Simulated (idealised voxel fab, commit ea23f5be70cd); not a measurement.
Process module heading - voxel air gaps
Cross-section cut spans 270 nm and uses square cells 5 nm in size.
Reading order for cross-sections: top band down to bottom band. Underlying form: a grid of square cells. Band size: one or more rows of cells. Look at the band entry: it leads with the top's height and the bottom's height in nm. Then it lists the materials left to right, with a width in nm for each. The word "edge to edge" on a single material says that material fills the band edge to edge. The word "empty" is empty space. Heights from 0 (as-received wafer is one material below). Bottom band endless downward, as "z 0 and below". Width "30 to 40": first value at the band's top row of cells, second value at its bottom row, equal change from row to row. Basically "nothing changed" means that step didn't change any cell in the cross-section. "Enclosed void entries" - sealed voids, min. 8 cells, no opening to top; format: width x height at distance (distance from left edge; nm throughout). What comes after the settings on a step's line is commentary from the simulator itself on that step. Each step line may optionally specify "overlay nm", which for a step with a mask gives the rightward distance between the mask's planned place and where it lay, a negative value indicating the leftward direction.
## Planned process steps
1,RECEIVE,material Si
2,CONFORMAL_DEP,material SiO2,thk nm 10
3,CONFORMAL_DEP,material SiCN,thk nm 5
4,DIRECTIONAL_DEP,material SiO2,thk nm 40
5,PATTERN,tone open,mask id LINES,material resist,width nm 25,pitch nm 55,thk nm 15,overlay nm 0
6,DIRECTIONAL_ETCH,etch materials SiO2,depth nm 40
7,STRIP,etch materials resist
8,CONFORMAL_DEP,material TiN,thk nm 5
9,FILL_DEP,material Ru,thk nm 5
10,CMP,height nm 55
11,EPI,material Ru,thk nm 10
12,SELECTIVE_ETCH,etch materials SiO2,depth nm 50
13,CONFORMAL_DEP,material SiCN,thk nm 5
## First of two wafers: run as planned
## Here's what the wafer looked like in cross-section when it arrived - that's after step 1
* z 0 and below  Si edge to edge
* Enclosed void entries: none
## Cross-section through the wafer, step 2 finished
* z 10 to 0  SiO2 edge to edge
* below 0: unchanged
## Cross-section through the wafer, step 3 finished
* z 15 to 10  SiCN edge to edge
* below 10: unchanged
## Cross-section through the wafer, step 4 finished
* z 55 to 15  SiO2 edge to edge
* below 15: unchanged
## Cross-section through the wafer, step 5 finished
* z 70 to 55  resist 65 nm / empty 25 nm / resist 30 nm / empty 25 nm / resist 30 nm / empty 25 nm / resist 70 nm
* below 55: unchanged
## Cross-section through the wafer, step 6 finished
* z 70 to 55  resist 65 nm / empty 25 nm / resist 30 nm / empty 25 nm / resist 30 nm / empty 25 nm / resist 70 nm
* z 55 to 15  SiO2 65 nm / empty 25 nm / SiO2 30 nm / empty 25 nm / SiO2 30 nm / empty 25 nm / SiO2 70 nm
* below 15: unchanged
## Cross-section through the wafer, step 7 finished
* z 55 to 15  SiO2 65 nm / empty 25 nm / SiO2 30 nm / empty 25 nm / SiO2 30 nm / empty 25 nm / SiO2 70 nm
* below 15: unchanged
## Cross-section through the wafer, step 8 finished
* z 60 to 55  TiN 70 nm / empty 15 nm / TiN 40 nm / empty 15 nm / TiN 40 nm / empty 15 nm / TiN 75 nm
* z 55 to 20  SiO2 65 nm / TiN 5 nm / empty 15 nm / TiN 5 nm / SiO2 30 nm / TiN 5 nm / empty 15 nm / TiN 5 nm / SiO2 30 nm / TiN 5 nm / empty 15 nm / TiN 5 nm / SiO2 70 nm
* z 20 to 15  SiO2 65 nm / TiN 25 nm / SiO2 30 nm / TiN 25 nm / SiO2 30 nm / TiN 25 nm / SiO2 70 nm
* below 15: unchanged
## Cross-section through the wafer, step 9 finished
* z 65 to 60  Ru edge to edge
* z 60 to 55  TiN 70 nm / Ru 15 nm / TiN 40 nm / Ru 15 nm / TiN 40 nm / Ru 15 nm / TiN 75 nm
* z 55 to 20  SiO2 65 nm / TiN 5 nm / Ru 15 nm / TiN 5 nm / SiO2 30 nm / TiN 5 nm / Ru 15 nm / TiN 5 nm / SiO2 30 nm / TiN 5 nm / Ru 15 nm / TiN 5 nm / SiO2 70 nm
* below 20: unchanged
## Cross-section through the wafer, step 10 finished
* z 55 to 20  SiO2 65 nm / TiN 5 nm / Ru 15 nm / TiN 5 nm / SiO2 30 nm / TiN 5 nm / Ru 15 nm / TiN 5 nm / SiO2 30 nm / TiN 5 nm / Ru 15 nm / TiN 5 nm / SiO2 70 nm
* below 20: unchanged
## Cross-section through the wafer, step 11 finished
* z 65 to 55  empty 55 nm / Ru 45 nm / empty 10 nm / Ru 45 nm / empty 10 nm / Ru 45 nm / empty 60 nm
* below 55: unchanged
## Cross-section through the wafer, step 12 finished
* z 65 to 55  empty 55 nm / Ru 45 nm / empty 10 nm / Ru 45 nm / empty 10 nm / Ru 45 nm / empty 60 nm
* z 55 to 20  empty 65 nm / TiN 5 nm / Ru 15 nm / TiN 5 nm / empty 30 nm / TiN 5 nm / Ru 15 nm / TiN 5 nm / empty 30 nm / TiN 5 nm / Ru 15 nm / TiN 5 nm / empty 70 nm
* z 20 to 15  empty 65 nm / TiN 25 nm / empty 30 nm / TiN 25 nm / empty 30 nm / TiN 25 nm / empty 70 nm
* below 15: unchanged
## Cross-section through the wafer, step 13 finished
* z 70 to 65  empty 50 nm / SiCN 165 nm / empty 55 nm
* z 65 to 55  empty 50 nm / SiCN 5 nm / Ru 45 nm / SiCN 10 nm / Ru 45 nm / SiCN 10 nm / Ru 45 nm / SiCN 5 nm / empty 55 nm
* z 55 to 50  empty 50 nm / SiCN 15 nm / TiN 5 nm / Ru 15 nm / TiN 5 nm / SiCN 30 nm / TiN 5 nm / Ru 15 nm / TiN 5 nm / SiCN 30 nm / TiN 5 nm / Ru 15 nm / TiN 5 nm / SiCN 15 nm / empty 55 nm
* z 50 to 20  empty 60 nm / SiCN 5 nm / TiN 5 nm / Ru 15 nm / TiN 5 nm / SiCN 5 nm / empty 20 nm / SiCN 5 nm / TiN 5 nm / Ru 15 nm / TiN 5 nm / SiCN 5 nm / empty 20 nm / SiCN 5 nm / TiN 5 nm / Ru 15 nm / TiN 5 nm / SiCN 5 nm / empty 65 nm
* z 20 to 15  SiCN 65 nm / TiN 25 nm / SiCN 30 nm / TiN 25 nm / SiCN 30 nm / TiN 25 nm / SiCN 70 nm
* below 15: unchanged
* Enclosed void entries: 20 x 30 at 95; 20 x 30 at 150
## For the second wafer, take the first wafer's start and plan, then add one mistake made in running it; everything through step 10, that step included, is shared with the first
## Cross-sectional view of the second wafer at the intended end time of process step 11
* z 75 to 55  empty 45 nm / Ru 175 nm / empty 50 nm
* below 55: unchanged
## Cross-sectional view of the second wafer at the intended end time of process step 12
* z 75 to 55  empty 45 nm / Ru 175 nm / empty 50 nm
* z 55 to 20  empty 65 nm / TiN 5 nm / Ru 15 nm / TiN 5 nm / SiO2 30 nm / TiN 5 nm / Ru 15 nm / TiN 5 nm / SiO2 30 nm / TiN 5 nm / Ru 15 nm / TiN 5 nm / empty 70 nm
* z 20 to 15  empty 65 nm / TiN 25 nm / SiO2 30 nm / TiN 25 nm / SiO2 30 nm / TiN 25 nm / empty 70 nm
* below 15: unchanged
## Cross-sectional view of the second wafer at the intended end time of process step 13
* z 80 to 75  empty 40 nm / SiCN 185 nm / empty 45 nm
* z 75 to 55  empty 40 nm / SiCN 5 nm / Ru 175 nm / SiCN 5 nm / empty 45 nm
* z 55 to 50  empty 40 nm / SiCN 25 nm / TiN 5 nm / Ru 15 nm / TiN 5 nm / SiO2 30 nm / TiN 5 nm / Ru 15 nm / TiN 5 nm / SiO2 30 nm / TiN 5 nm / Ru 15 nm / TiN 5 nm / SiCN 25 nm / empty 45 nm
* z 50 to 20  empty 60 nm / SiCN 5 nm / TiN 5 nm / Ru 15 nm / TiN 5 nm / SiO2 30 nm / TiN 5 nm / Ru 15 nm / TiN 5 nm / SiO2 30 nm / TiN 5 nm / Ru 15 nm / TiN 5 nm / SiCN 5 nm / empty 65 nm
* z 20 to 15  SiCN 65 nm / TiN 25 nm / SiO2 30 nm / TiN 25 nm / SiO2 30 nm / TiN 25 nm / SiCN 70 nm
* below 15: unchanged
Deviation noted in wafer processing: plan step 11 was conducted twice
Looking at both finished wafers in cells, the second ends up ahead of or behind the first on some materials: +86 Ru | -44 SiCN | +96 SiO2
The first wafer finishes with 2 closed voids, while the second finishes with 0.
